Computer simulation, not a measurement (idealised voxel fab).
The following process module bears the name voxel self aligned vias.
Cross-section cut: width 300 nm, square cells of 5 nm.
Square cells in a grid make up a cross-section in this document, and the grid is given as bands, listed from the top down, each one or more rows of cells. For a band, the entry starts with two heights in nm, that of the top and then that of the bottom, and carries on with the band's materials in order from left to right, each alongside its width in nm; the word "all across" beside a single material means it fills the band edge to edge, and "blank" means empty space. The level at which height equals 0 is the one under which the wafer, as it arrives, is entirely one material. No lower edge exists for the bottom band, which continues downward and is notated as in "0 nm and below". When a width is written as two numbers, as in "30->40", the first number is the width in the top row of cells of the band and the second is the width in its bottom row, and the width changes by the same amount from each row to the next. "left unchanged", as given for a step, is the statement that not any cell of the cross-section underwent a change during that step. You'll see "Entrapped void list" listing empty spaces that have no way open to the top, as long as they're 8 cells or more; the notation is width x height at distance, where the distance is from the left edge, and all of it is in nm. Post-settings text on a step line: simulator's own remark regarding the step. The setting "overlay nm" may be written on the line of a step. When the step uses a mask, the value reports how far to the right of the planned place the mask lay, and a negative value reports that it lay to the left.

Intended process steps
1,RECEIVE: material Si
2,CONFORMAL_DEP: material SiO2, thk nm 10
3,CONFORMAL_DEP: material SiCN, thk nm 5
4,DIRECTIONAL_DEP: material lowk, thk nm 20
5,DIRECTIONAL_DEP: material aC, thk nm 10
6,PATTERN: tone open, mask id LINES, material resist, width nm 20, pitch nm 70, thk nm 30, overlay nm 0
7,DIRECTIONAL_ETCH: etch materials aC, depth nm 10
8,STRIP: etch materials resist
9,DIRECTIONAL_ETCH: etch materials lowk, depth nm 20
10,STRIP: etch materials aC
11,CONFORMAL_DEP: material TiN, thk nm 5
12,FILL_DEP: material W, thk nm 10
13,CMP: height nm 35
14,SELECTIVE_ETCH: etch materials W Ru TiN, depth nm 5
15,FILL_DEP: material SiN, thk nm 5
16,CMP: height nm 35
17,DIRECTIONAL_DEP: material lowk, thk nm 20
18,PATTERN: tone open, mask id VIAS, material resist, width nm 40, thk nm 20, overlay nm 0
19,DIRECTIONAL_ETCH: etch materials lowk, depth nm 20
20,DIRECTIONAL_ETCH: etch materials SiN, depth nm 5
21,STRIP: etch materials resist
22,CONFORMAL_DEP: material TiN, thk nm 5
23,FILL_DEP: material W, thk nm 10
24,CMP: height nm 55
25,CONFORMAL_DEP: material SiN, thk nm 5

The following pertains to the first of two wafers, which was processed as planned

Shown in cross-section is the wafer as received, that is, as it stands after step 1
> 0 nm and below: Si all across
> Entrapped void list: none

The following cross-section depicts the wafer upon completion of step 2
> 10 nm to 0 nm: SiO2 all across
> below 0: unchanged

The following cross-section depicts the wafer upon completion of step 3
> 15 nm to 10 nm: SiCN all across
> below 10: unchanged

The following cross-section depicts the wafer upon completion of step 4
> 35 nm to 15 nm: lowk all across
> below 15: unchanged

The following cross-section depicts the wafer upon completion of step 5
> 45 nm to 35 nm: aC all across
> below 35: unchanged

The following cross-section depicts the wafer upon completion of step 6
> 75 nm to 45 nm: 105 nm resist; 20 nm blank; 50 nm resist; 20 nm blank; 105 nm resist
> below 45: unchanged

The following cross-section depicts the wafer upon completion of step 7
> 65 nm to 45 nm: 105 nm resist; 20 nm blank; 50 nm resist; 20 nm blank; 105 nm resist
> 45 nm to 35 nm: 105 nm aC; 20 nm blank; 50 nm aC; 20 nm blank; 105 nm aC
> below 35: unchanged

The following cross-section depicts the wafer upon completion of step 8
> 45 nm to 35 nm: 105 nm aC; 20 nm blank; 50 nm aC; 20 nm blank; 105 nm aC
> below 35: unchanged

The following cross-section depicts the wafer upon completion of step 9
> 45 nm to 35 nm: 105 nm aC; 20 nm blank; 50 nm aC; 20 nm blank; 105 nm aC
> 35 nm to 15 nm: 105 nm lowk; 20 nm blank; 50 nm lowk; 20 nm blank; 105 nm lowk
> below 15: unchanged

The following cross-section depicts the wafer upon completion of step 10
> 35 nm to 15 nm: 105 nm lowk; 20 nm blank; 50 nm lowk; 20 nm blank; 105 nm lowk
> below 15: unchanged

The following cross-section depicts the wafer upon completion of step 11
> 40 nm to 35 nm: 110 nm TiN; 10 nm blank; 60 nm TiN; 10 nm blank; 110 nm TiN
> 35 nm to 20 nm: 105 nm lowk; 5 nm TiN; 10 nm blank; 5 nm TiN; 50 nm lowk; 5 nm TiN; 10 nm blank; 5 nm TiN; 105 nm lowk
> 20 nm to 15 nm: 105 nm lowk; 20 nm TiN; 50 nm lowk; 20 nm TiN; 105 nm lowk
> below 15: unchanged

The following cross-section depicts the wafer upon completion of step 12
> 50 nm to 40 nm: W all across
> 40 nm to 35 nm: 110 nm TiN; 10 nm W; 60 nm TiN; 10 nm W; 110 nm TiN
> 35 nm to 20 nm: 105 nm lowk; 5 nm TiN; 10 nm W; 5 nm TiN; 50 nm lowk; 5 nm TiN; 10 nm W; 5 nm TiN; 105 nm lowk
> below 20: unchanged

The following cross-section depicts the wafer upon completion of step 13
> 35 nm to 20 nm: 105 nm lowk; 5 nm TiN; 10 nm W; 5 nm TiN; 50 nm lowk; 5 nm TiN; 10 nm W; 5 nm TiN; 105 nm lowk
> below 20: unchanged

The following cross-section depicts the wafer upon completion of step 14
> 35 nm to 30 nm: 105 nm lowk; 20 nm blank; 50 nm lowk; 20 nm blank; 105 nm lowk
> below 30: unchanged

The following cross-section depicts the wafer upon completion of step 15
> 40 nm to 35 nm: SiN all across
> 35 nm to 30 nm: 105 nm lowk; 20 nm SiN; 50 nm lowk; 20 nm SiN; 105 nm lowk
> below 30: unchanged

The following cross-section depicts the wafer upon completion of step 16
> 35 nm to 30 nm: 105 nm lowk; 20 nm SiN; 50 nm lowk; 20 nm SiN; 105 nm lowk
> below 30: unchanged

The following cross-section depicts the wafer upon completion of step 17
> 55 nm to 35 nm: lowk all across
> below 35: unchanged

The following cross-section depicts the wafer upon completion of step 18
> 75 nm to 55 nm: 95 nm resist; 40 nm blank; 165 nm resist
> below 55: unchanged

The following cross-section depicts the wafer upon completion of step 19
> 75 nm to 55 nm: 95 nm resist; 40 nm blank; 165 nm resist
> 55 nm to 35 nm: 95 nm lowk; 40 nm blank; 165 nm lowk
> below 35: unchanged

The following cross-section depicts the wafer upon completion of step 20
> 75 nm to 55 nm: 95 nm resist; 40 nm blank; 165 nm resist
> 55 nm to 35 nm: 95 nm lowk; 40 nm blank; 165 nm lowk
> 35 nm to 30 nm: 105 nm lowk; 20 nm blank; 50 nm lowk; 20 nm SiN; 105 nm lowk
> below 30: unchanged

The following cross-section depicts the wafer upon completion of step 21
> 55 nm to 35 nm: 95 nm lowk; 40 nm blank; 165 nm lowk
> below 35: unchanged

The following cross-section depicts the wafer upon completion of step 22
> 60 nm to 55 nm: 100 nm TiN; 30 nm blank; 170 nm TiN
> 55 nm to 40 nm: 95 nm lowk; 5 nm TiN; 30 nm blank; 5 nm TiN; 165 nm lowk
> 40 nm to 35 nm: 95 nm lowk; 15 nm TiN; 10 nm blank; 15 nm TiN; 165 nm lowk
> 35 nm to 30 nm: 105 nm lowk; 20 nm TiN; 50 nm lowk; 20 nm SiN; 105 nm lowk
> below 30: unchanged

The following cross-section depicts the wafer upon completion of step 23
> 70 nm to 60 nm: W all across
> 60 nm to 55 nm: 100 nm TiN; 30 nm W; 170 nm TiN
> 55 nm to 40 nm: 95 nm lowk; 5 nm TiN; 30 nm W; 5 nm TiN; 165 nm lowk
> 40 nm to 35 nm: 95 nm lowk; 15 nm TiN; 10 nm W; 15 nm TiN; 165 nm lowk
> below 35: unchanged

The following cross-section depicts the wafer upon completion of step 24
> 55 nm to 40 nm: 95 nm lowk; 5 nm TiN; 30 nm W; 5 nm TiN; 165 nm lowk
> below 40: unchanged

The following cross-section depicts the wafer upon completion of step 25
> 60 nm to 55 nm: SiN all across
> below 55: unchanged

Here the second wafer is described. Its start and its plan were those of the first wafer. Its run contained one mistake. Up to and including step 18, it did exactly what the first wafer did

Second wafer shown in cross-section at the time step 19 was slated to end
> 75 nm to 55 nm: 95 nm resist; 40 nm blank; 165 nm resist
> 55 nm to 35 nm: 95 nm lowk; 40 nm blank; 165 nm lowk
> 35 nm to 30 nm: 95 nm lowk; 10 nm blank; 20 nm SiN; 10 nm blank; 40 nm lowk; 20 nm SiN; 105 nm lowk
> below 30: unchanged

Second wafer shown in cross-section at the time step 20 was slated to end
> 75 nm to 55 nm: 95 nm resist; 40 nm blank; 165 nm resist
> 55 nm to 35 nm: 95 nm lowk; 40 nm blank; 165 nm lowk
> 35 nm to 30 nm: 95 nm lowk; 40 nm blank; 40 nm lowk; 20 nm SiN; 105 nm lowk
> below 30: unchanged

Second wafer shown in cross-section at the time step 21 was slated to end
> 55 nm to 35 nm: 95 nm lowk; 40 nm blank; 165 nm lowk
> below 35: unchanged

Second wafer shown in cross-section at the time step 22 was slated to end
> 60 nm to 55 nm: 100 nm TiN; 30 nm blank; 170 nm TiN
> 55 nm to 35 nm: 95 nm lowk; 5 nm TiN; 30 nm blank; 5 nm TiN; 165 nm lowk
> 35 nm to 30 nm: 95 nm lowk; 40 nm TiN; 40 nm lowk; 20 nm SiN; 105 nm lowk
> below 30: unchanged

Second wafer shown in cross-section at the time step 23 was slated to end
> 70 nm to 60 nm: W all across
> 60 nm to 55 nm: 100 nm TiN; 30 nm W; 170 nm TiN
> 55 nm to 35 nm: 95 nm lowk; 5 nm TiN; 30 nm W; 5 nm TiN; 165 nm lowk
> below 35: unchanged

Second wafer shown in cross-section at the time step 24 was slated to end
> 55 nm to 35 nm: 95 nm lowk; 5 nm TiN; 30 nm W; 5 nm TiN; 165 nm lowk
> below 35: unchanged

Second wafer shown in cross-section at the time step 25 was slated to end
> 60 nm to 55 nm: SiN all across
> below 55: unchanged
Against the plan, the run slipped here: in deviation from the planned setting, step 19 was conducted as DIRECTIONAL_ETCH: etch materials lowk, depth nm 25
The second wafer ends with more or fewer cells of some materials than the first, per final count: +4 W, -4 lowk
